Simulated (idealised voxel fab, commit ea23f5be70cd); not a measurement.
Process module in this document: voxel self aligned vias
The figure presents cross-section cut, which has a width of 210 nm and is divided into square cells with an edge length of 5 nm.
Square cells in a grid make up a cross-section in this document, and the grid is given as bands, listed from the top down, each one or more rows of cells. Band: top height; bottom height; in nm. Then, left to right: material with width in nm, for each material. "everywhere": a single material spanning edge to edge. "air": empty space. Measure heights from 0. That's the level where, below it, the as-received wafer is all one material. The lowest band is bottomless and extends downward; write it as in "0 -> down". A width such as "30->40" changes by the same amount from each row of cells to the next, from the band's top row to its bottom row. "no modifications" -> step changed no cross-section cell. Entry "closed voids" = empty spaces >= 8 cells with no open way to the top; each as width x height at distance, distance from left edge, all nm. Text after the settings on a step's line: the simulator's own remark on that step. overlay nm: step with mask; distance mask lay right of planned place; negative value = left of planned place.
Process steps - plan:
1,RECEIVE: material Si
2,CONFORMAL_DEP: material SiO2, thk nm 10
3,CONFORMAL_DEP: material SiCN, thk nm 5
4,DIRECTIONAL_DEP: material SiO2, thk nm 30
5,DIRECTIONAL_DEP: material aC, thk nm 10
6,PATTERN: tone open, mask id LINES, material resist, width nm 25, pitch nm 55, thk nm 25, overlay nm 0
7,DIRECTIONAL_ETCH: etch materials aC, depth nm 10
8,STRIP: etch materials resist
9,DIRECTIONAL_ETCH: etch materials SiO2, depth nm 30
10,STRIP: etch materials aC
11,CONFORMAL_DEP: material TiN, thk nm 5
12,FILL_DEP: material Ru, thk nm 5
13,CMP: height nm 45
14,SELECTIVE_ETCH: etch materials W Ru TiN, depth nm 10
15,FILL_DEP: material SiN, thk nm 5
16,CMP: height nm 45
17,DIRECTIONAL_DEP: material SiO2, thk nm 15
18,PATTERN: tone open, mask id VIAS, material resist, width nm 35, thk nm 15, overlay nm 0
19,DIRECTIONAL_ETCH: etch materials SiO2, depth nm 15
20,DIRECTIONAL_ETCH: etch materials SiN, depth nm 10
21,STRIP: etch materials resist
22,CONFORMAL_DEP: material TiN, thk nm 5
23,FILL_DEP: material W, thk nm 10
24,CMP: height nm 60
25,CONFORMAL_DEP: material SiN, thk nm 5
as received, after step 1:
    0 -> down  Si everywhere
    closed voids: none
a wafer at the end: this start, this plan, one mistake:
    65 -> 60  SiN everywhere
    60 -> 45  SiO2: 60; TiN: 5; W: 25; TiN: 5; SiO2: 115
    45 -> 40  SiO2: 60; TiN: 5; W: 25; TiN: 5; SiO2: 25; SiN: 25; SiO2: 65
    40 -> 35  SiO2: 60; TiN: 35; SiO2: 25; SiN: 25; SiO2: 65
    35 -> 30  SiO2: 60; TiN: 10; Ru: 15; TiN: 10; SiO2: 25; TiN: 5; Ru: 15; TiN: 5; SiO2: 65
    30 -> 20  SiO2: 65; TiN: 5; Ru: 15; TiN: 5; SiO2: 30; TiN: 5; Ru: 15; TiN: 5; SiO2: 65
    20 -> 15  SiO2: 65; TiN: 25; SiO2: 30; TiN: 25; SiO2: 65
    15 -> 10  SiCN everywhere
    10 -> 0  SiO2 everywhere
    0 -> down  Si everywhere
    closed voids: none
What was the processing mistake? heads up, step 19 of the plan got done twice
